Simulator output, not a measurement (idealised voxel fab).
process module | voxel trench capacitor
cross-section cut | 300 nm wide | cells 5 nm
A cross-section is a grid of square cells, given in bands from the top down. A band is one or more rows of cells.
Each band's line starts with the height of the band's top and of its bottom, in nm. Then come its materials from left to right, each with its width in nm. One material with "throughout" fills the band from edge to edge. "air" is empty space.
Height 0 is the level under which the wafer as received is all one material. The lowest band goes on downwards, as in "0 down".
A width such as "30 to 40" changes by the same amount from each row of cells to the next, from the band's top row to its bottom row.
"no change" after a step means that no cell of the cross-section changed.
closed voids: empty space of 8 cells or more with no open way to the top, each as width x height at its distance from the left edge, in nm
after a step's settings: what the simulator itself notes on the step
overlay nm, on a step with a mask: how far to the right of its planned place the mask lay; to the left if negative
plan
1 op RECEIVE | material Si
2 op CONFORMAL_DEP | material SiN | thk nm 5
3 op DIRECTIONAL_DEP | material aC | thk nm 10
4 op PATTERN | tone open | mask id TRENCH | material resist | width nm 15 | pitch nm 35 | thk nm 25 | overlay nm 0
5 op DIRECTIONAL_ETCH | etch materials aC | depth nm 10
6 op STRIP | etch materials resist
7 op DIRECTIONAL_ETCH | etch materials SiN | depth nm 5
8 op DIRECTIONAL_ETCH | etch materials Si | depth nm 40
9 op STRIP | etch materials aC
10 op CONFORMAL_DEP | material SiO2 | thk nm 5
11 op FILL_DEP | material polySi | thk nm 5
12 op CMP | height nm 5
first wafer, as planned
as received, after step 1
  0 down: Si throughout
  closed voids: none
after step 2
  5 to 0: SiN throughout
  below 0: unchanged
after step 3
  15 to 5: aC throughout
  below 5: unchanged
after step 4
  40 to 15: resist 90 | air 15 | resist 20 | air 15 | resist 20 | air 15 | resist 20 | air 15 | resist 90
  below 15: unchanged
after step 5
  30 to 15: resist 90 | air 15 | resist 20 | air 15 | resist 20 | air 15 | resist 20 | air 15 | resist 90
  15 to 5: aC 90 | air 15 | aC 20 | air 15 | aC 20 | air 15 | aC 20 | air 15 | aC 90
  below 5: unchanged
after step 6
  15 to 5: aC 90 | air 15 | aC 20 | air 15 | aC 20 | air 15 | aC 20 | air 15 | aC 90
  below 5: unchanged
after step 7
  15 to 5: aC 90 | air 15 | aC 20 | air 15 | aC 20 | air 15 | aC 20 | air 15 | aC 90
  5 to 0: SiN 90 | air 15 | SiN 20 | air 15 | SiN 20 | air 15 | SiN 20 | air 15 | SiN 90
  below 0: unchanged
after step 8
  15 to 5: aC 90 | air 15 | aC 20 | air 15 | aC 20 | air 15 | aC 20 | air 15 | aC 90
  5 to 0: SiN 90 | air 15 | SiN 20 | air 15 | SiN 20 | air 15 | SiN 20 | air 15 | SiN 90
  0 to -40: Si 90 | air 15 | Si 20 | air 15 | Si 20 | air 15 | Si 20 | air 15 | Si 90
  below -40: unchanged
after step 9
  5 to 0: SiN 90 | air 15 | SiN 20 | air 15 | SiN 20 | air 15 | SiN 20 | air 15 | SiN 90
  below 0: unchanged
after step 10
  10 to 5: SiO2 95 | air 5 | SiO2 30 | air 5 | SiO2 30 | air 5 | SiO2 30 | air 5 | SiO2 95
  5 to 0: SiN 90 | SiO2 5 | air 5 | SiO2 5 | SiN 20 | SiO2 5 | air 5 | SiO2 5 | SiN 20 | SiO2 5 | air 5 | SiO2 5 | SiN 20 | SiO2 5 | air 5 | SiO2 5 | SiN 90
  0 to -35: Si 90 | SiO2 5 | air 5 | SiO2 5 | Si 20 | SiO2 5 | air 5 | SiO2 5 | Si 20 | SiO2 5 | air 5 | SiO2 5 | Si 20 | SiO2 5 | air 5 | SiO2 5 | Si 90
  -35 to -40: Si 90 | SiO2 15 | Si 20 | SiO2 15 | Si 20 | SiO2 15 | Si 20 | SiO2 15 | Si 90
  below -40: unchanged
after step 11
  15 to 10: polySi throughout
  10 to 5: SiO2 95 | polySi 5 | SiO2 30 | polySi 5 | SiO2 30 | polySi 5 | SiO2 30 | polySi 5 | SiO2 95
  5 to 0: SiN 90 | SiO2 5 | polySi 5 | SiO2 5 | SiN 20 | SiO2 5 | polySi 5 | SiO2 5 | SiN 20 | SiO2 5 | polySi 5 | SiO2 5 | SiN 20 | SiO2 5 | polySi 5 | SiO2 5 | SiN 90
  0 to -35: Si 90 | SiO2 5 | polySi 5 | SiO2 5 | Si 20 | SiO2 5 | polySi 5 | SiO2 5 | Si 20 | SiO2 5 | polySi 5 | SiO2 5 | Si 20 | SiO2 5 | polySi 5 | SiO2 5 | Si 90
  below -35: unchanged
after step 12
  5 to 0: SiN 90 | SiO2 5 | polySi 5 | SiO2 5 | SiN 20 | SiO2 5 | polySi 5 | SiO2 5 | SiN 20 | SiO2 5 | polySi 5 | SiO2 5 | SiN 20 | SiO2 5 | polySi 5 | SiO2 5 | SiN 90
  below 0: unchanged
second wafer: like start, like plan, one mistake. Through step 7 it matches the first wafer
when step 8 should have ended
  15 to 5: aC 90 | air 15 | aC 20 | air 15 | aC 20 | air 15 | aC 20 | air 15 | aC 90
  5 to 0: SiN 90 | air 15 | SiN 20 | air 15 | SiN 20 | air 15 | SiN 20 | air 15 | SiN 90
  0 to -30: Si 90 | air 15 | Si 20 | air 15 | Si 20 | air 15 | Si 20 | air 15 | Si 90
  below -30: unchanged
when step 9 should have ended
  5 to 0: SiN 90 | air 15 | SiN 20 | air 15 | SiN 20 | air 15 | SiN 20 | air 15 | SiN 90
  below 0: unchanged
when step 10 should have ended
  10 to 5: SiO2 95 | air 5 | SiO2 30 | air 5 | SiO2 30 | air 5 | SiO2 30 | air 5 | SiO2 95
  5 to 0: SiN 90 | SiO2 5 | air 5 | SiO2 5 | SiN 20 | SiO2 5 | air 5 | SiO2 5 | SiN 20 | SiO2 5 | air 5 | SiO2 5 | SiN 20 | SiO2 5 | air 5 | SiO2 5 | SiN 90
  0 to -25: Si 90 | SiO2 5 | air 5 | SiO2 5 | Si 20 | SiO2 5 | air 5 | SiO2 5 | Si 20 | SiO2 5 | air 5 | SiO2 5 | Si 20 | SiO2 5 | air 5 | SiO2 5 | Si 90
  -25 to -30: Si 90 | SiO2 15 | Si 20 | SiO2 15 | Si 20 | SiO2 15 | Si 20 | SiO2 15 | Si 90
  below -30: unchanged
when step 11 should have ended
  15 to 10: polySi throughout
  10 to 5: SiO2 95 | polySi 5 | SiO2 30 | polySi 5 | SiO2 30 | polySi 5 | SiO2 30 | polySi 5 | SiO2 95
  5 to 0: SiN 90 | SiO2 5 | polySi 5 | SiO2 5 | SiN 20 | SiO2 5 | polySi 5 | SiO2 5 | SiN 20 | SiO2 5 | polySi 5 | SiO2 5 | SiN 20 | SiO2 5 | polySi 5 | SiO2 5 | SiN 90
  0 to -25: Si 90 | SiO2 5 | polySi 5 | SiO2 5 | Si 20 | SiO2 5 | polySi 5 | SiO2 5 | Si 20 | SiO2 5 | polySi 5 | SiO2 5 | Si 20 | SiO2 5 | polySi 5 | SiO2 5 | Si 90
  below -25: unchanged
when step 12 should have ended
  5 to 0: SiN 90 | SiO2 5 | polySi 5 | SiO2 5 | SiN 20 | SiO2 5 | polySi 5 | SiO2 5 | SiN 20 | SiO2 5 | polySi 5 | SiO2 5 | SiN 20 | SiO2 5 | polySi 5 | SiO2 5 | SiN 90
  below 0: unchanged
what went wrong: step 8 ran as: op DIRECTIONAL_ETCH | etch materials Si | depth nm 30
at the end the second wafer has, in cells: 24 more of Si | 16 fewer of SiO2 | 8 fewer of polySi
